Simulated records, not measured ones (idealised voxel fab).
The following is a process module called voxel air gaps.
cross-section cut | 210 nm wide | cells 5 nm
If you're reading a cross-section in this doc, picture square cells in a grid; it comes to you as bands, top ones listed first down to the bottom, and a band can be one or more rows of cells. First you get the band's top height and its bottom height, in nm, and then the materials it's made of, left to right, with each width in nm. If you see a single material with "all across", that one covers the band edge to edge. "air" is empty space. Heights are expressed relative to 0, this being the level below which the as-received wafer comprises one material exclusively. The lowest band is unbounded in the downward direction and is denoted as in "z 0 and below". The two numbers in a width such as "30 to 40" mark its ends across the band: the first belongs to the top row of cells, the second to the bottom row, and from each row to the next the width moves by the same amount. "remained the same" after a step means that no cell of the cross-section changed. The entry titled "Sealed internal voids" provides the empty spaces that have no open way to the top, restricted to those of 8 cells or more. Each is presented as width x height at distance, the distance being measured from the left edge, with all three in nm. Where a step's line continues beyond its settings, the continuation is a remark by the simulator itself on that step. Each step line may optionally specify "overlay nm", which for a step with a mask gives the rightward distance between the mask's planned place and where it lay, a negative value indicating the leftward direction.
Planned process steps
1,RECEIVE with material Si
2,CONFORMAL_DEP with material SiO2, thk nm 10
3,CONFORMAL_DEP with material SiN, thk nm 5
4,DIRECTIONAL_DEP with material lowk, thk nm 35
5,DIRECTIONAL_DEP with material aC, thk nm 15
6,PATTERN with tone open, mask id LINES, material resist, width nm 15, pitch nm 45, thk nm 30, overlay nm 0
7,DIRECTIONAL_ETCH with etch materials aC, depth nm 15
8,STRIP with etch materials resist
9,DIRECTIONAL_ETCH with etch materials lowk, depth nm 35
10,STRIP with etch materials aC
11,CONFORMAL_DEP with material TiN, thk nm 5
12,FILL_DEP with material Ru, thk nm 5
13,CMP with height nm 50
14,EPI with material Ru, thk nm 10
15,SELECTIVE_ETCH with etch materials lowk, depth nm 45
16,CONFORMAL_DEP with material SiCN, thk nm 5
The plan's step 6 width nm is the first wafer's value; the wafers differ in this setting and start identical.
First of several wafers (as received, post step 1), cross-sectional view
z 0 and below | Si all across
Sealed internal voids: none
Where each wafer stands at the end of the module, a row apiece: cells of each material gained (+) or lost (-) since it was received, then closed voids
width nm 15 | +80 Ru | +146 SiCN | +42 SiN | +84 SiO2 | +60 TiN | Sealed internal voids: 20 x 25 at 50; 20 x 25 at 95; 20 x 25 at 140
width nm 20 | +112 Ru | +134 SiCN | +42 SiN | +84 SiO2 | +64 TiN | Sealed internal voids: 15 x 25 at 55; 15 x 25 at 100; 15 x 25 at 145
width nm 25 | +144 Ru | +68 SiCN | +42 SiN | +84 SiO2 | +68 TiN | +84 lowk | Sealed internal voids: none
width nm 30 | +170 Ru | +68 SiCN | +42 SiN | +84 SiO2 | +72 TiN | +63 lowk | Sealed internal voids: none
